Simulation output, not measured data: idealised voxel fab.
Module name: voxel self aligned vias (process module)
Shown is cross-section cut, with a width of 225 nm and square cells of size 5 nm.
How to read a cross-section here: the picture is a grid of square cells, written as bands going from the top down, and any band can span one or more rows of cells.
It is stipulated that each band's entry specify, in nanometres, the height of the top of the band and then that of its bottom, followed by the materials of the band in left-to-right sequence, each together with its width in nanometres. A single material marked by the word "edge to edge" is understood to fill the band from edge to edge; the word "empty" is understood to denote empty space.
Heads up on the height convention: 0 is the point under which the incoming wafer is all one material, and the lowest band has no bottom, it just keeps going down, like "0 -> down".
You'd read "30->40" like this: the band's top row of cells is as wide as the first number, its bottom row is as wide as the second, and going down, every row changes width by the same amount as the row before did.
"no alterations made" (step): cross-section cells unchanged, all of them.
"Trapped cavities" enumerates empty spaces isolated from the top, with no open way to it, that contain at least 8 cells, giving each as width x height at distance from the left edge, all three in nm.
That trailing text on a step's line, after the settings, is the simulator's own remark on the step.
A step line may carry the setting "overlay nm", which, for steps involving a mask, states the distance by which the mask lay to the right of its intended position; negative values denote displacement to the left.
[Process steps foreseen in the plan]
1. RECEIVE,material Si
2. CONFORMAL_DEP,material SiO2,thk nm 15
3. CONFORMAL_DEP,material SiCN,thk nm 5
4. DIRECTIONAL_DEP,material SiO2,thk nm 30
5. DIRECTIONAL_DEP,material aC,thk nm 15
6. PATTERN,tone open,mask id LINES,material resist,width nm 20,pitch nm 55,thk nm 30,overlay nm -15
7. DIRECTIONAL_ETCH,etch materials aC,depth nm 15
8. STRIP,etch materials resist
9. DIRECTIONAL_ETCH,etch materials SiO2,depth nm 30
10. STRIP,etch materials aC
11. CONFORMAL_DEP,material TiN,thk nm 5
12. FILL_DEP,material Ru,thk nm 5
13. CMP,height nm 50
14. SELECTIVE_ETCH,etch materials W Ru TiN,depth nm 5
15. FILL_DEP,material SiN,thk nm 10
16. CMP,height nm 50
17. DIRECTIONAL_DEP,material SiO2,thk nm 15
18. PATTERN,tone open,mask id VIAS,material resist,width nm 40,pitch nm 55,thk nm 15,overlay nm 0
19. DIRECTIONAL_ETCH,etch materials SiO2,depth nm 15
20. DIRECTIONAL_ETCH,etch materials SiN,depth nm 5
21. STRIP,etch materials resist
22. CONFORMAL_DEP,material TiN,thk nm 5
23. FILL_DEP,material Cu,thk nm 5
24. CMP,height nm 65
25. CONFORMAL_DEP,material SiN,thk nm 5
It is noted that the wafers described herein are identical at the outset and are distinguished by the overlay nm of step 6; the value stated in the plan corresponds to the first wafer.
[First wafer of several, as received: cross-section after step 1]
* 0 -> down = Si edge to edge
* Trapped cavities: none
[Cross-section of the first of several wafers, taken after step 25, where the module ends]
* 70 -> 65 = SiN edge to edge
* 65 -> 55 = 65 nm SiO2, then 5 nm TiN, then 30 nm Cu, then 5 nm TiN, then 15 nm SiO2, then 5 nm TiN, then 30 nm Cu, then 5 nm TiN, then 65 nm SiO2
* 55 -> 50 = 65 nm SiO2, then 5 nm TiN, then 5 nm Cu, then 30 nm TiN, then 15 nm SiO2, then 5 nm TiN, then 5 nm Cu, then 30 nm TiN, then 65 nm SiO2
* 50 -> 45 = 60 nm SiO2, then 5 nm SiN, then 15 nm TiN, then 35 nm SiO2, then 5 nm SiN, then 15 nm TiN, then 90 nm SiO2
* 45 -> 25 = 60 nm SiO2, then 5 nm TiN, then 10 nm Ru, then 5 nm TiN, then 35 nm SiO2, then 5 nm TiN, then 10 nm Ru, then 5 nm TiN, then 90 nm SiO2
* 25 -> 20 = 60 nm SiO2, then 20 nm TiN, then 35 nm SiO2, then 20 nm TiN, then 90 nm SiO2
* 20 -> 15 = SiCN edge to edge
* 15 -> 0 = SiO2 edge to edge
* 0 -> down = Si edge to edge
* Trapped cavities: none
[End of module, last wafer sectioned]
* 70 -> 65 = SiN edge to edge
* 65 -> 55 = 65 nm SiO2, then 5 nm TiN, then 30 nm Cu, then 5 nm TiN, then 15 nm SiO2, then 5 nm TiN, then 30 nm Cu, then 5 nm TiN, then 65 nm SiO2
* 55 -> 50 = 65 nm SiO2, then 30 nm TiN, then 5 nm Cu, then 5 nm TiN, then 15 nm SiO2, then 30 nm TiN, then 5 nm Cu, then 5 nm TiN, then 65 nm SiO2
* 50 -> 45 = 90 nm SiO2, then 15 nm TiN, then 5 nm SiN, then 35 nm SiO2, then 15 nm TiN, then 5 nm SiN, then 60 nm SiO2
* 45 -> 25 = 90 nm SiO2, then 5 nm TiN, then 10 nm Ru, then 5 nm TiN, then 35 nm SiO2, then 5 nm TiN, then 10 nm Ru, then 5 nm TiN, then 60 nm SiO2
* 25 -> 20 = 90 nm SiO2, then 20 nm TiN, then 35 nm SiO2, then 20 nm TiN, then 60 nm SiO2
* 20 -> 15 = SiCN edge to edge
* 15 -> 0 = SiO2 edge to edge
* 0 -> down = Si edge to edge
* Trapped cavities: none
[So in this table every wafer gets its own row, and what you see is where it stands at the end of the module: for each material, how many cells it picked up (+) or gave up (-) since we received it, and after that its closed voids]
overlay nm -15; +26 Cu; +16 Ru; +45 SiCN; +47 SiN; +444 SiO2; +52 TiN; Trapped cavities: none
overlay nm -10; +28 Cu; +16 Ru; +45 SiCN; +45 SiN; +444 SiO2; +52 TiN; Trapped cavities: none
overlay nm -5; +28 Cu; +16 Ru; +45 SiCN; +45 SiN; +444 SiO2; +52 TiN; Trapped cavities: none
overlay nm 0; +28 Cu; +16 Ru; +45 SiCN; +45 SiN; +444 SiO2; +52 TiN; Trapped cavities: none
overlay nm 5; +28 Cu; +16 Ru; +45 SiCN; +45 SiN; +444 SiO2; +52 TiN; Trapped cavities: none
overlay nm 10; +28 Cu; +16 Ru; +45 SiCN; +45 SiN; +444 SiO2; +52 TiN; Trapped cavities: none
overlay nm 15; +26 Cu; +16 Ru; +45 SiCN; +47 SiN; +444 SiO2; +52 TiN; Trapped cavities: none
